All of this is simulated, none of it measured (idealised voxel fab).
A process module follows: voxel air gaps.
cross-section cut | 220 nm wide | cells 5 nm
Square cells in a grid make up a cross-section in this document, and the grid is given as bands, listed from the top down, each one or more rows of cells.
Look at the band entry: it leads with the top's height and the bottom's height in nm. Then it lists the materials left to right, with a width in nm for each. The word "edge to edge" on a single material says that material fills the band edge to edge. The word "empty" is empty space.
Height reference: 0 = level under which incoming wafer is all one material. Lowest band: no bottom, runs on downward, e.g. "0 down".
So if you see something like "30->40" for the width, read it as the top row of the band sitting at the first number and the bottom row at the second, with every row in between moving by the same amount as the last.
It should be understood that the words "same as before", when stated for a given step, signify that the cross-section underwent no change in any of its cells during that step.
Heads up: "Enclosed void inventory" only lists the empty pockets with no open path to the top that are 8 cells or more, and it writes them as width x height at distance, distance from the left edge, in nm.
Where a step's line continues beyond its settings, the continuation is a remark by the simulator itself on that step.
Steps that use a mask can have "overlay nm" on their line. It says how far the mask sat to the right of where it was meant to be. Negative means to the left.
**The process steps that were planned are listed below**
1,RECEIVE [material Si]
2,CONFORMAL_DEP [material SiO2] [thk nm 10]
3,CONFORMAL_DEP [material SiN] [thk nm 5]
4,DIRECTIONAL_DEP [material lowk] [thk nm 35]
5,DIRECTIONAL_DEP [material aC] [thk nm 15]
6,PATTERN [tone open] [mask id LINES] [material resist] [width nm 25] [pitch nm 50] [thk nm 30] [overlay nm 0]
7,DIRECTIONAL_ETCH [etch materials aC] [depth nm 15]
8,STRIP [etch materials resist]
9,DIRECTIONAL_ETCH [etch materials lowk] [depth nm 35]
10,STRIP [etch materials aC]
11,CONFORMAL_DEP [material TiN] [thk nm 5]
12,FILL_DEP [material Ru] [thk nm 5]
13,CMP [height nm 50]
14,EPI [material Ru] [thk nm 10]
15,SELECTIVE_ETCH [etch materials lowk] [depth nm 45]
16,CONFORMAL_DEP [material SiCN] [thk nm 5]
**Below: the first of two wafers, run as planned**
**As-received wafer cross-section (after step 1)**
- 0 down  Si edge to edge
- Enclosed void inventory: none
**After step 2: wafer cross-section**
- 10 to 0  SiO2 edge to edge
- Anything lower than 0 is untouched.
**After step 3: wafer cross-section**
- 15 to 10  SiN edge to edge
- Anything lower than 10 is untouched.
**After step 4: wafer cross-section**
- 50 to 15  lowk edge to edge
- Anything lower than 15 is untouched.
**After step 5: wafer cross-section**
- 65 to 50  aC edge to edge
- Anything lower than 50 is untouched.
**After step 6: wafer cross-section**
- 95 to 65  20 resist, 25 empty, 25 resist, 25 empty, 25 resist, 25 empty, 25 resist, 25 empty, 25 resist
- Anything lower than 65 is untouched.
**After step 7: wafer cross-section**
- 80 to 65  20 resist, 25 empty, 25 resist, 25 empty, 25 resist, 25 empty, 25 resist, 25 empty, 25 resist
- 65 to 50  20 aC, 25 empty, 25 aC, 25 empty, 25 aC, 25 empty, 25 aC, 25 empty, 25 aC
- Anything lower than 50 is untouched.
**After step 8: wafer cross-section**
- 65 to 50  20 aC, 25 empty, 25 aC, 25 empty, 25 aC, 25 empty, 25 aC, 25 empty, 25 aC
- Anything lower than 50 is untouched.
**After step 9: wafer cross-section**
- 65 to 50  20 aC, 25 empty, 25 aC, 25 empty, 25 aC, 25 empty, 25 aC, 25 empty, 25 aC
- 50 to 15  20 lowk, 25 empty, 25 lowk, 25 empty, 25 lowk, 25 empty, 25 lowk, 25 empty, 25 lowk
- Anything lower than 15 is untouched.
**After step 10: wafer cross-section**
- 50 to 15  20 lowk, 25 empty, 25 lowk, 25 empty, 25 lowk, 25 empty, 25 lowk, 25 empty, 25 lowk
- Anything lower than 15 is untouched.
**After step 11: wafer cross-section**
- 55 to 50  25 TiN, 15 empty, 35 TiN, 15 empty, 35 TiN, 15 empty, 35 TiN, 15 empty, 30 TiN
- 50 to 20  20 lowk, 5 TiN, 15 empty, 5 TiN, 25 lowk, 5 TiN, 15 empty, 5 TiN, 25 lowk, 5 TiN, 15 empty, 5 TiN, 25 lowk, 5 TiN, 15 empty, 5 TiN, 25 lowk
- 20 to 15  20 lowk, 25 TiN, 25 lowk, 25 TiN, 25 lowk, 25 TiN, 25 lowk, 25 TiN, 25 lowk
- Anything lower than 15 is untouched.
**After step 12: wafer cross-section**
- 60 to 55  Ru edge to edge
- 55 to 50  25 TiN, 15 Ru, 35 TiN, 15 Ru, 35 TiN, 15 Ru, 35 TiN, 15 Ru, 30 TiN
- 50 to 20  20 lowk, 5 TiN, 15 Ru, 5 TiN, 25 lowk, 5 TiN, 15 Ru, 5 TiN, 25 lowk, 5 TiN, 15 Ru, 5 TiN, 25 lowk, 5 TiN, 15 Ru, 5 TiN, 25 lowk
- Anything lower than 20 is untouched.
**After step 13: wafer cross-section**
- 50 to 20  20 lowk, 5 TiN, 15 Ru, 5 TiN, 25 lowk, 5 TiN, 15 Ru, 5 TiN, 25 lowk, 5 TiN, 15 Ru, 5 TiN, 25 lowk, 5 TiN, 15 Ru, 5 TiN, 25 lowk
- Anything lower than 20 is untouched.
**After step 14: wafer cross-section**
- 60 to 50  10 empty, 45 Ru, 5 empty, 45 Ru, 5 empty, 45 Ru, 5 empty, 45 Ru, 15 empty
- Anything lower than 50 is untouched.
**After step 15: wafer cross-section**
- 60 to 50  10 empty, 45 Ru, 5 empty, 45 Ru, 5 empty, 45 Ru, 5 empty, 45 Ru, 15 empty
- 50 to 20  20 empty, 5 TiN, 15 Ru, 5 TiN, 25 empty, 5 TiN, 15 Ru, 5 TiN, 25 empty, 5 TiN, 15 Ru, 5 TiN, 25 empty, 5 TiN, 15 Ru, 5 TiN, 25 empty
- 20 to 15  20 empty, 25 TiN, 25 empty, 25 TiN, 25 empty, 25 TiN, 25 empty, 25 TiN, 25 empty
- Anything lower than 15 is untouched.
**After step 16: wafer cross-section**
- 65 to 60  5 empty, 205 SiCN, 10 empty
- 60 to 50  5 empty, 5 SiCN, 45 Ru, 5 SiCN, 45 Ru, 5 SiCN, 45 Ru, 5 SiCN, 45 Ru, 5 SiCN, 10 empty
- 50 to 45  5 empty, 15 SiCN, 5 TiN, 15 Ru, 5 TiN, 25 SiCN, 5 TiN, 15 Ru, 5 TiN, 25 SiCN, 5 TiN, 15 Ru, 5 TiN, 25 SiCN, 5 TiN, 15 Ru, 5 TiN, 15 SiCN, 10 empty
- 45 to 20  15 empty, 5 SiCN, 5 TiN, 15 Ru, 5 TiN, 5 SiCN, 15 empty, 5 SiCN, 5 TiN, 15 Ru, 5 TiN, 5 SiCN, 15 empty, 5 SiCN, 5 TiN, 15 Ru, 5 TiN, 5 SiCN, 15 empty, 5 SiCN, 5 TiN, 15 Ru, 5 TiN, 5 SiCN, 20 empty
- 20 to 15  20 SiCN, 25 TiN, 25 SiCN, 25 TiN, 25 SiCN, 25 TiN, 25 SiCN, 25 TiN, 25 SiCN
- Anything lower than 15 is untouched.
- Enclosed void inventory: 15 x 25 at 50; 15 x 25 at 100; 15 x 25 at 150
**Wafer two. Identical start, identical plan. One mistake in execution. Identical history through step 5**
**Cross-section of the second wafer at the time step 6 of the plan should have ended**
- 95 to 65  20 empty, 25 resist, 25 empty, 25 resist, 25 empty, 25 resist, 25 empty, 25 resist, 25 empty
- Anything lower than 65 is untouched.
**Cross-section of the second wafer at the time step 7 of the plan should have ended**
- 80 to 65  20 empty, 25 resist, 25 empty, 25 resist, 25 empty, 25 resist, 25 empty, 25 resist, 25 empty
- 65 to 50  20 empty, 25 aC, 25 empty, 25 aC, 25 empty, 25 aC, 25 empty, 25 aC, 25 empty
- Anything lower than 50 is untouched.
**Cross-section of the second wafer at the time step 8 of the plan should have ended**
- 65 to 50  20 empty, 25 aC, 25 empty, 25 aC, 25 empty, 25 aC, 25 empty, 25 aC, 25 empty
- Anything lower than 50 is untouched.
**Cross-section of the second wafer at the time step 9 of the plan should have ended**
- 65 to 50  20 empty, 25 aC, 25 empty, 25 aC, 25 empty, 25 aC, 25 empty, 25 aC, 25 empty
- 50 to 15  20 empty, 25 lowk, 25 empty, 25 lowk, 25 empty, 25 lowk, 25 empty, 25 lowk, 25 empty
- Anything lower than 15 is untouched.
**Cross-section of the second wafer at the time step 10 of the plan should have ended**
- 50 to 15  20 empty, 25 lowk, 25 empty, 25 lowk, 25 empty, 25 lowk, 25 empty, 25 lowk, 25 empty
- Anything lower than 15 is untouched.
**Cross-section of the second wafer at the time step 11 of the plan should have ended**
- 55 to 50  15 empty, 35 TiN, 15 empty, 35 TiN, 15 empty, 35 TiN, 15 empty, 35 TiN, 20 empty
- 50 to 20  15 empty, 5 TiN, 25 lowk, 5 TiN, 15 empty, 5 TiN, 25 lowk, 5 TiN, 15 empty, 5 TiN, 25 lowk, 5 TiN, 15 empty, 5 TiN, 25 lowk, 5 TiN, 20 empty
- 20 to 15  20 TiN, 25 lowk, 25 TiN, 25 lowk, 25 TiN, 25 lowk, 25 TiN, 25 lowk, 25 TiN
- Anything lower than 15 is untouched.
**Cross-section of the second wafer at the time step 12 of the plan should have ended**
- 60 to 55  Ru edge to edge
- 55 to 50  15 Ru, 35 TiN, 15 Ru, 35 TiN, 15 Ru, 35 TiN, 15 Ru, 35 TiN, 20 Ru
- 50 to 20  15 Ru, 5 TiN, 25 lowk, 5 TiN, 15 Ru, 5 TiN, 25 lowk, 5 TiN, 15 Ru, 5 TiN, 25 lowk, 5 TiN, 15 Ru, 5 TiN, 25 lowk, 5 TiN, 20 Ru
- Anything lower than 20 is untouched.
**Cross-section of the second wafer at the time step 13 of the plan should have ended**
- 50 to 20  15 Ru, 5 TiN, 25 lowk, 5 TiN, 15 Ru, 5 TiN, 25 lowk, 5 TiN, 15 Ru, 5 TiN, 25 lowk, 5 TiN, 15 Ru, 5 TiN, 25 lowk, 5 TiN, 20 Ru
- Anything lower than 20 is untouched.
**Cross-section of the second wafer at the time step 14 of the plan should have ended**
- 60 to 50  30 Ru, 5 empty, 45 Ru, 5 empty, 45 Ru, 5 empty, 45 Ru, 5 empty, 35 Ru
- Anything lower than 50 is untouched.
**Cross-section of the second wafer at the time step 15 of the plan should have ended**
- 60 to 50  30 Ru, 5 empty, 45 Ru, 5 empty, 45 Ru, 5 empty, 45 Ru, 5 empty, 35 Ru
- 50 to 20  15 Ru, 5 TiN, 25 empty, 5 TiN, 15 Ru, 5 TiN, 25 empty, 5 TiN, 15 Ru, 5 TiN, 25 empty, 5 TiN, 15 Ru, 5 TiN, 25 empty, 5 TiN, 20 Ru
- 20 to 15  20 TiN, 25 empty, 25 TiN, 25 empty, 25 TiN, 25 empty, 25 TiN, 25 empty, 25 TiN
- Anything lower than 15 is untouched.
**Cross-section of the second wafer at the time step 16 of the plan should have ended**
- 65 to 60  SiCN edge to edge
- 60 to 50  30 Ru, 5 SiCN, 45 Ru, 5 SiCN, 45 Ru, 5 SiCN, 45 Ru, 5 SiCN, 35 Ru
- 50 to 45  15 Ru, 5 TiN, 25 SiCN, 5 TiN, 15 Ru, 5 TiN, 25 SiCN, 5 TiN, 15 Ru, 5 TiN, 25 SiCN, 5 TiN, 15 Ru, 5 TiN, 25 SiCN, 5 TiN, 20 Ru
- 45 to 20  15 Ru, 5 TiN, 5 SiCN, 15 empty, 5 SiCN, 5 TiN, 15 Ru, 5 TiN, 5 SiCN, 15 empty, 5 SiCN, 5 TiN, 15 Ru, 5 TiN, 5 SiCN, 15 empty, 5 SiCN, 5 TiN, 15 Ru, 5 TiN, 5 SiCN, 15 empty, 5 SiCN, 5 TiN, 20 Ru
- 20 to 15  20 TiN, 25 SiCN, 25 TiN, 25 SiCN, 25 TiN, 25 SiCN, 25 TiN, 25 SiCN, 25 TiN
- Anything lower than 15 is untouched.
- Enclosed void inventory: 15 x 25 at 25; 15 x 25 at 75; 15 x 25 at 125; 15 x 25 at 175
Misprocessing identified: step 6 did not happen as planned, as run it was PATTERN [tone cover] [mask id LINES] [material resist] [width nm 25] [pitch nm 50] [thk nm 30] [overlay nm 0]
The final cell counts differ between the wafers, with the second having more or fewer of some materials than the first: +32 Ru; -4 SiCN; +4 TiN
Closed void count at end of process - first wafer: 3; second wafer: 4.
